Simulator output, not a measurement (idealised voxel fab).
You're looking at the process module voxel self aligned vias.
The cross-section shown here is cut; it is 245 nm wide and divided into square cells measuring 5 nm on a side.
In what follows, cross-sections appear as grids of square cells, described through bands that run from the top down, where every band is one or more rows of cells. What a band's entry tells you: where the top is and where the bottom is, as heights in nm, and after that what lies inside, material by material from left to right, each with its width in nm. Empty space is written as the word "air", and a single material marked with the word "edge to edge" occupies the band from edge to edge. For the purposes of this specification, 0 denotes the height below which the wafer in its as-received condition is composed wholly of one material, and the lowermost band, lacking a lower limit, extends downward without end, as expressed in "z 0 and below". A two-number width, for instance "30 to 40", indicates that the width is equal to the first number in the top row of the band and to the second number in the bottom row, and that it changes by a constant amount per row of cells. Given "identical to before" for a step, no cell of the cross-section differs between before and after that step. The list in "Enclosed cavity list" covers empty spaces of 8 cells or more that cannot reach the top through any open way, and it gives each as width x height at distance; the distance is from the left edge, and width, height and distance are in nm. On a step's line, text after the settings is the simulator commenting on that step. A step line may carry the setting "overlay nm", which, for steps involving a mask, states the distance by which the mask lay to the right of its intended position; negative values denote displacement to the left.
-- So here's the lineup of process steps we planned
- 1: RECEIVE [material Si]
- 2: CONFORMAL_DEP [material SiO2] [thk nm 10]
- 3: CONFORMAL_DEP [material SiCN] [thk nm 5]
- 4: DIRECTIONAL_DEP [material SiO2] [thk nm 20]
- 5: DIRECTIONAL_DEP [material aC] [thk nm 10]
- 6: PATTERN [tone open] [mask id LINES] [material resist] [width nm 30] [pitch nm 60] [thk nm 30] [overlay nm 0]
- 7: DIRECTIONAL_ETCH [etch materials aC] [depth nm 10]
- 8: STRIP [etch materials resist]
- 9: DIRECTIONAL_ETCH [etch materials SiO2] [depth nm 20]
- 10: STRIP [etch materials aC]
- 11: CONFORMAL_DEP [material TiN] [thk nm 5]
- 12: FILL_DEP [material W] [thk nm 10]
- 13: CMP [height nm 35]
- 14: SELECTIVE_ETCH [etch materials W Ru TiN] [depth nm 10]
- 15: FILL_DEP [material SiN] [thk nm 10]
- 16: CMP [height nm 35]
- 17: DIRECTIONAL_DEP [material SiO2] [thk nm 15]
- 18: MASKED_ETCH [tone open] [mask id VIAS] [width nm 40] [etch materials SiO2] [depth nm 15] [overlay nm 0]
- 19: MASKED_ETCH [tone open] [mask id VIAS] [width nm 40] [etch materials SiN] [depth nm 10] [overlay nm 0]
- 20: CONFORMAL_DEP [material TiN] [thk nm 5]
- 21: FILL_DEP [material W] [thk nm 5]
- 22: CMP [height nm 50]
- 23: CONFORMAL_DEP [material SiN] [thk nm 5]
-- Shown in cross-section is the wafer as received, that is, as it stands after step 1
  z 0 and below = Si edge to edge
  Enclosed cavity list: none
-- Cross-section at module end, one run error; start and plan unchanged from above
  z 55 to 50 = SiN edge to edge
  z 50 to 40 = 70 SiO2 / 5 TiN / 35 W / 5 TiN / 130 SiO2
  z 40 to 35 = 70 SiO2 / 10 TiN / 20 W / 15 TiN / 130 SiO2
  z 35 to 30 = 75 SiO2 / 5 TiN / 20 W / 5 TiN / 30 SiO2 / 30 SiN / 80 SiO2
  z 30 to 25 = 75 SiO2 / 30 TiN / 30 SiO2 / 30 SiN / 80 SiO2
  z 25 to 20 = 75 SiO2 / 5 TiN / 20 W / 5 TiN / 30 SiO2 / 5 TiN / 20 W / 5 TiN / 80 SiO2
  z 20 to 15 = 75 SiO2 / 30 TiN / 30 SiO2 / 30 TiN / 80 SiO2
  z 15 to 10 = SiCN edge to edge
  z 10 to 0 = SiO2 edge to edge
  z 0 and below = Si edge to edge
  Enclosed cavity list: none
Processing error: step 18 was not run as planned; what actually ran was MASKED_ETCH [tone open] [mask id VIAS] [width nm 45] [etch materials SiO2] [depth nm 15] [overlay nm 0]
